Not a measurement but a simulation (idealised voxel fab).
process module | voxel capacitor over wiring
cross-section cut | 240 nm wide | cells 5 nm
A cross-section is a grid of square cells, given in bands from the top down. A band is one or more rows of cells.
Each band's line starts with the height of the band's top and of its bottom, in nm. Then come its materials from left to right, each with its width in nm. One material with "throughout" fills the band from edge to edge. "air" is empty space.
Height 0 is the level under which the wafer as received is all one material. The lowest band goes on downwards, as in "0 down".
A width such as "30 to 40" changes by the same amount from each row of cells to the next, from the band's top row to its bottom row.
"no change" after a step means that no cell of the cross-section changed.
closed voids: empty space of 8 cells or more with no open way to the top, each as width x height at its distance from the left edge, in nm
after a step's settings: what the simulator itself notes on the step
overlay nm, on a step with a mask: how far to the right of its planned place the mask lay; to the left if negative
plan
1 op RECEIVE | material Si
2 op CONFORMAL_DEP | material SiO2 | thk nm 10
3 op CONFORMAL_DEP | material SiCN | thk nm 5
4 op DIRECTIONAL_DEP | material lowk | thk nm 20
5 op DIRECTIONAL_DEP | material aC | thk nm 10
6 op PATTERN | tone open | mask id METAL_1 | material resist | width nm 30 | pitch nm 80 | thk nm 30 | overlay nm 0
7 op DIRECTIONAL_ETCH | etch materials aC | depth nm 10
8 op STRIP | etch materials resist
9 op DIRECTIONAL_ETCH | etch materials lowk | depth nm 20
10 op DIRECTIONAL_ETCH | etch materials SiCN | depth nm 5
11 op STRIP | etch materials aC
12 op CONFORMAL_DEP | material TiN | thk nm 5
13 op FILL_DEP | material Cu | thk nm 5
14 op CMP | height nm 35
15 op EPI | material Ru | thk nm 5
16 op FILL_DEP | material SiCN | thk nm 5
17 op DIRECTIONAL_DEP | material SiO2 | thk nm 20
18 op DIRECTIONAL_DEP | material aC | thk nm 15
19 op PATTERN | tone open | mask id PLUG_1 | material resist | width nm 15 | thk nm 35 | overlay nm 0
20 op DIRECTIONAL_ETCH | etch materials aC | depth nm 15
21 op STRIP | etch materials resist
22 op DIRECTIONAL_ETCH | etch materials SiO2 | depth nm 20
23 op DIRECTIONAL_ETCH | etch materials SiCN | depth nm 5
24 op STRIP | etch materials aC
25 op EPI | material Ru | thk nm 10
26 op EPI | material Ru | thk nm 10
27 op EPI | material Ru | thk nm 5
28 op DIRECTIONAL_DEP | material TiN | thk nm 5
29 op DIRECTIONAL_DEP | material SiN | thk nm 5
30 op DIRECTIONAL_DEP | material TiN | thk nm 5
31 op DIRECTIONAL_DEP | material aC | thk nm 15
32 op PATTERN | tone cover | mask id UPPER_PLATE | material resist | width nm 55 | thk nm 35 | overlay nm 0
33 op DIRECTIONAL_ETCH | etch materials aC | depth nm 15
34 op STRIP | etch materials resist
35 op DIRECTIONAL_ETCH | etch materials TiN | depth nm 10
36 op DIRECTIONAL_ETCH | etch materials SiN | depth nm 5
37 op STRIP | etch materials aC
38 op MASKED_ETCH | tone cover | mask id LOWER_PLATE | width nm 65 | etch materials TiN | depth nm 5 | overlay nm 0
39 op FILL_DEP | material SiO2 | thk nm 15
40 op CMP | height nm 95
41 op MASKED_ETCH | tone open | mask id PLUG_2 | width nm 15 | etch materials SiO2 | depth nm 10 | overlay nm 0
42 op CONFORMAL_DEP | material TiN | thk nm 5
43 op FILL_DEP | material Ru | thk nm 5
44 op CMP | height nm 95
45 op CONFORMAL_DEP | material SiN | thk nm 5
varied across the wafers: thk nm of step 30. The plan shows the first wafer's value. All wafers start alike
first wafer as received, after step 1
  0 down: Si throughout
  closed voids: none
each wafer at the end: cells of each material gained (+) or lost (-) since it was received, then its closed voids
thk nm 5 | +32 Cu | +32 Ru | +113 SiCN | +59 SiN | +523 SiO2 | +57 TiN | +144 lowk | closed voids: none
thk nm 10 | +32 Cu | +32 Ru | +113 SiCN | +59 SiN | +512 SiO2 | +68 TiN | +144 lowk | closed voids: none
thk nm 15 | +32 Cu | +31 Ru | +113 SiCN | +96 SiN | +430 SiO2 | +114 TiN | +144 lowk | closed voids: none
thk nm 20 | +32 Cu | +31 Ru | +113 SiCN | +96 SiN | +385 SiO2 | +159 TiN | +144 lowk | closed voids: none
thk nm 25 | +32 Cu | +31 Ru | +113 SiCN | +96 SiN | +348 SiO2 | +196 TiN | +144 lowk | closed voids: none
